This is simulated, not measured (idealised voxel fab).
Process module under the name voxel fin reveal
Section cut is 255 nm wide and gridded with 5 nm square cells.
Cross-section = grid of square cells, listed top down in bands; band = one or more rows.
Band: top height; bottom height; in nm. Then, left to right: material with width in nm, for each material. "full width": a single material spanning edge to edge. "empty": empty space.
Heads up on the height convention: 0 is the point under which the incoming wafer is all one material, and the lowest band has no bottom, it just keeps going down, like "0..down".
So if you see something like "30..40" for the width, read it as the top row of the band sitting at the first number and the bottom row at the second, with every row in between moving by the same amount as the last.
For the purposes of this document, the phrase "no modification" attached to a step denotes that no cell within the cross-section was modified by that step.
If an empty space has no open way to the top and is at least 8 cells in size, "Closed void roster" lists it, written width x height at distance, where distance is measured from the left edge and every value is in nm.
If you see something after the settings on a step's line, that's the simulator's own remark about that step.
overlay nm: step with mask; distance mask lay right of planned place; negative value = left of planned place.
### Planned process steps
- 1: op RECEIVE | material Si
- 2: op CONFORMAL_DEP | material SiN | thk nm 10
- 3: op PATTERN | tone cover | mask id FINS | material resist | width nm 15 | pitch nm 40 | thk nm 15 | overlay nm 0
- 4: op DIRECTIONAL_ETCH | etch materials SiN | depth nm 10
- 5: op DIRECTIONAL_ETCH | etch materials Si | depth nm 25
- 6: op STRIP | etch materials resist
- 7: op OXIDIZE | depth nm 5
- 8: op FILL_DEP | material SiO2 | thk nm 10
- 9: op CMP | height nm 10
- 10: op SELECTIVE_ETCH | etch materials SiO2 | depth nm 20
- 11: op STRIP | etch materials SiN
It is noted that the wafers described herein are identical at the outset and are distinguished by the depth nm of step 5; the value stated in the plan corresponds to the first wafer.
### As-received state after step 1, first of several wafers, cross-section
- 0..down | Si full width
- Closed void roster: none
### Module end state after final step 11: cross-section of the first of several wafers
- 0..-10 | 85 nm empty; 5 nm Si; 35 nm empty; 5 nm Si; 35 nm empty; 5 nm Si; 85 nm empty
- -10..-30 | 85 nm SiO2; 5 nm Si; 35 nm SiO2; 5 nm Si; 35 nm SiO2; 5 nm Si; 85 nm SiO2
- -30..down | Si full width
- Closed void roster: none
### The final wafer, sectioned at module end
- 0..-10 | 85 nm empty; 5 nm Si; 35 nm empty; 5 nm Si; 35 nm empty; 5 nm Si; 85 nm empty
- -10..-55 | 85 nm SiO2; 5 nm Si; 35 nm SiO2; 5 nm Si; 35 nm SiO2; 5 nm Si; 85 nm SiO2
- -55..down | Si full width
- Closed void roster: none
### Row per wafer, end-of-module: cell gain (+)/loss (-) by material since the wafer came in, then closed voids
depth nm 25 | -288 Si | +192 SiO2 | Closed void roster: none
depth nm 30 | -336 Si | +240 SiO2 | Closed void roster: none
depth nm 35 | -384 Si | +288 SiO2 | Closed void roster: none
depth nm 40 | -432 Si | +336 SiO2 | Closed void roster: none
depth nm 45 | -480 Si | +384 SiO2 | Closed void roster: none
depth nm 50 | -528 Si | +432 SiO2 | Closed void roster: none
